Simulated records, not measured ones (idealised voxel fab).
You're looking at the process module voxel ribs on slabs.
Shown is cross-section cut, with a width of 200 nm and square cells of size 5 nm.
Heads up, the way a cross-section reads in here is a grid of square cells, handed over as bands from the top down, with every band being one or more rows of cells. The band entry comprises the height of the band's top followed by the height of its bottom, expressed in nm, and subsequently the band's materials from left to right, each stated together with its width in nm. Where a single material is marked with the word "edge to edge", that material fills the band from edge to edge. The word "blank" represents empty space. Heights are measured from 0, the level below which the as-received wafer is all one material; the lowest band has no bottom and continues downward, written as in "top 0, no bottom". Graded width ("30 to 40"): value in top row of band = first number; value in bottom row = second number; row-to-row change constant. Where a step carries "nothing was modified", the cross-section came out of it unchanged, cell for cell. Empty spaces counting at least 8 cells and having no open way to the top are listed in "Enclosed void catalog". The notation width x height at distance is used for each, the distance being from the left edge and all three values in nm. Step line, after settings: the simulator's comment on this step. A step line may carry the setting "overlay nm", which, for steps involving a mask, states the distance by which the mask lay to the right of its intended position; negative values denote displacement to the left.

The following list gives the planned process steps:
1: RECEIVE, material Si
2: DIRECTIONAL_DEP, material SiO2, thk nm 30
3: DIRECTIONAL_DEP, material SiN, thk nm 25
4: MASKED_ETCH, tone cover, mask id RIB, width nm 20, etch materials SiN, depth nm 5, overlay nm 0
5: PATTERN, tone cover, mask id SLAB, material resist, width nm 80, thk nm 20, overlay nm 0
6: DIRECTIONAL_ETCH, etch materials SiN, depth nm 20
7: STRIP, etch materials resist
8: FILL_DEP, material SiO2, thk nm 15
9: CMP, height nm 65
10: DIRECTIONAL_DEP, material TiN, thk nm 10
11: MASKED_ETCH, tone cover, mask id HEATER, width nm 30, etch materials TiN, depth nm 10, overlay nm -15
12: CONFORMAL_DEP, material SiN, thk nm 10
It is noted that the wafers described herein are identical at the outset and are distinguished by the overlay nm of step 11; the value stated in the plan corresponds to the first wafer.

Sectional view: first of several wafers, as received, after step 1:
top 0, no bottom = Si edge to edge
Enclosed void catalog: none

Last step of the module is step 12; after it, the first of several wafers in cross-section:
top 85, bottom 75 = blank 60 nm | SiN 50 nm | blank 90 nm
top 75, bottom 65 = SiN 70 nm | TiN 30 nm | SiN 100 nm
top 65, bottom 55 = SiO2 edge to edge
top 55, bottom 50 = SiO2 90 nm | SiN 20 nm | SiO2 90 nm
top 50, bottom 30 = SiO2 60 nm | SiN 80 nm | SiO2 60 nm
top 30, bottom 0 = SiO2 edge to edge
top 0, no bottom = Si edge to edge
Enclosed void catalog: none

Cross-sectional view, end of module, last wafer of several:
top 85, bottom 75 = blank 90 nm | SiN 50 nm | blank 60 nm
top 75, bottom 65 = SiN 100 nm | TiN 30 nm | SiN 70 nm
top 65, bottom 55 = SiO2 edge to edge
top 55, bottom 50 = SiO2 90 nm | SiN 20 nm | SiO2 90 nm
top 50, bottom 30 = SiO2 60 nm | SiN 80 nm | SiO2 60 nm
top 30, bottom 0 = SiO2 edge to edge
top 0, no bottom = Si edge to edge
Enclosed void catalog: none

Table: wafers, a row each; end-of-module cell change per material since receipt, gain (+), loss (-); then closed voids:
overlay nm -15; +156 SiN; +452 SiO2; +12 TiN; Enclosed void catalog: none
overlay nm -10; +156 SiN; +452 SiO2; +12 TiN; Enclosed void catalog: none
overlay nm -5; +156 SiN; +452 SiO2; +12 TiN; Enclosed void catalog: none
overlay nm 0; +156 SiN; +452 SiO2; +12 TiN; Enclosed void catalog: none
overlay nm 5; +156 SiN; +452 SiO2; +12 TiN; Enclosed void catalog: none
overlay nm 10; +156 SiN; +452 SiO2; +12 TiN; Enclosed void catalog: none
overlay nm 15; +156 SiN; +452 SiO2; +12 TiN; Enclosed void catalog: none
